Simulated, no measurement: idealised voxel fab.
process module | voxel released beams
cross-section cut | 145 nm wide | cells 5 nm
A cross-section is a grid of square cells, given in bands from the top down. A band is one or more rows of cells.
Each band's line starts with the height of the band's top and of its bottom, in nm. Then come its materials from left to right, each with its width in nm. One material with "throughout" fills the band from edge to edge. "air" is empty space.
Height 0 is the level under which the wafer as received is all one material. The lowest band goes on downwards, as in "0 down".
A width such as "30 to 40" changes by the same amount from each row of cells to the next, from the band's top row to its bottom row.
"no change" after a step means that no cell of the cross-section changed.
closed voids: empty space of 8 cells or more with no open way to the top, each as width x height at its distance from the left edge, in nm
after a step's settings: what the simulator itself notes on the step
overlay nm, on a step with a mask: how far to the right of its planned place the mask lay; to the left if negative
plan
1 op RECEIVE | material Si
2 op CONFORMAL_DEP | material Al2O3 | thk nm 10
3 op DIRECTIONAL_DEP | material SiO2 | thk nm 10
4 op MASKED_ETCH | tone open | mask id ANCHOR | width nm 40 | etch materials SiO2 | depth nm 10 | overlay nm 0
5 op CONFORMAL_DEP | material SiN | thk nm 15
6 op MASKED_ETCH | tone cover | mask id BEAM | width nm 85 | etch materials SiN | depth nm 15 | overlay nm 0
7 op STRIP | etch materials SiO2
first wafer, as planned
as received, after step 1
  0 down: Si throughout
  closed voids: none
after step 2
  10 to 0: Al2O3 throughout
  below 0: unchanged
after step 3
  20 to 10: SiO2 throughout
  below 10: unchanged
after step 4
  20 to 10: SiO2 30 | air 40 | SiO2 75
  below 10: unchanged
after step 5
  35 to 25: SiN 45 | air 10 | SiN 90
  25 to 20: SiN throughout
  20 to 10: SiO2 30 | SiN 40 | SiO2 75
  below 10: unchanged
after step 6
  35 to 25: air 25 | SiN 20 | air 10 | SiN 55 | air 35
  25 to 20: air 25 | SiN 85 | air 35
  below 20: unchanged
after step 7
  35 to 25: air 25 | SiN 20 | air 10 | SiN 55 | air 35
  25 to 20: air 25 | SiN 85 | air 35
  20 to 10: air 30 | SiN 40 | air 75
  below 10: unchanged
second wafer: like start, like plan, one mistake. Through step 2 it matches the first wafer
when step 3 should have ended: no change
when step 4 should have ended: no change
when step 5 should have ended
  25 to 10: SiN throughout
  below 10: unchanged
when step 6 should have ended
  25 to 10: air 25 | SiN 85 | air 35
  below 10: unchanged
when step 7 should have ended: no change
what went wrong: step 3 was left out
at the end the second wafer has, in cells: 12 fewer of SiN
